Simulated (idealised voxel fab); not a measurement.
process module | voxel ribs on slabs
cross-section cut | 275 nm wide | cells 5 nm
A cross-section is a grid of square cells, given in bands from the top down. A band is one or more rows of cells.
Each band's line starts with the height of the band's top and of its bottom, in nm. Then come its materials from left to right, each with its width in nm. One material with "throughout" fills the band from edge to edge. "air" is empty space.
Height 0 is the level under which the wafer as received is all one material. The lowest band goes on downwards, as in "0 down".
A width such as "30 to 40" changes by the same amount from each row of cells to the next, from the band's top row to its bottom row.
"no change" after a step means that no cell of the cross-section changed.
closed voids: empty space of 8 cells or more with no open way to the top, each as width x height at its distance from the left edge, in nm
after a step's settings: what the simulator itself notes on the step
overlay nm, on a step with a mask: how far to the right of its planned place the mask lay; to the left if negative
plan
1 op RECEIVE | material Si
2 op DIRECTIONAL_DEP | material SiO2 | thk nm 30
3 op DIRECTIONAL_DEP | material polySi | thk nm 25
4 op MASKED_ETCH | tone cover | mask id RIB | width nm 20 | etch materials polySi | depth nm 5 | overlay nm 0
5 op MASKED_ETCH | tone cover | mask id SLAB | width nm 80 | etch materials polySi | depth nm 20 | overlay nm 0
6 op FILL_DEP | material SiO2 | thk nm 20
7 op CMP | height nm 70
8 op DIRECTIONAL_DEP | material TiN | thk nm 10
9 op MASKED_ETCH | tone cover | mask id HEATER | width nm 30 | etch materials TiN | depth nm 10 | overlay nm 0
10 op CONFORMAL_DEP | material SiN | thk nm 5
varied across the wafers: thk nm of step 10. The plan shows the first wafer's value. All wafers start alike
first wafer as received, after step 1
  0 down: Si throughout
  closed voids: none
each wafer at the end: cells of each material gained (+) or lost (-) since it was received, then its closed voids
thk nm 5 | +59 SiN | +702 SiO2 | +12 TiN | +68 polySi | closed voids: none
thk nm 10 | +118 SiN | +702 SiO2 | +12 TiN | +68 polySi | closed voids: none
thk nm 15 | +177 SiN | +702 SiO2 | +12 TiN | +68 polySi | closed voids: none
thk nm 20 | +236 SiN | +702 SiO2 | +12 TiN | +68 polySi | closed voids: none
thk nm 25 | +295 SiN | +702 SiO2 | +12 TiN | +68 polySi | closed voids: none
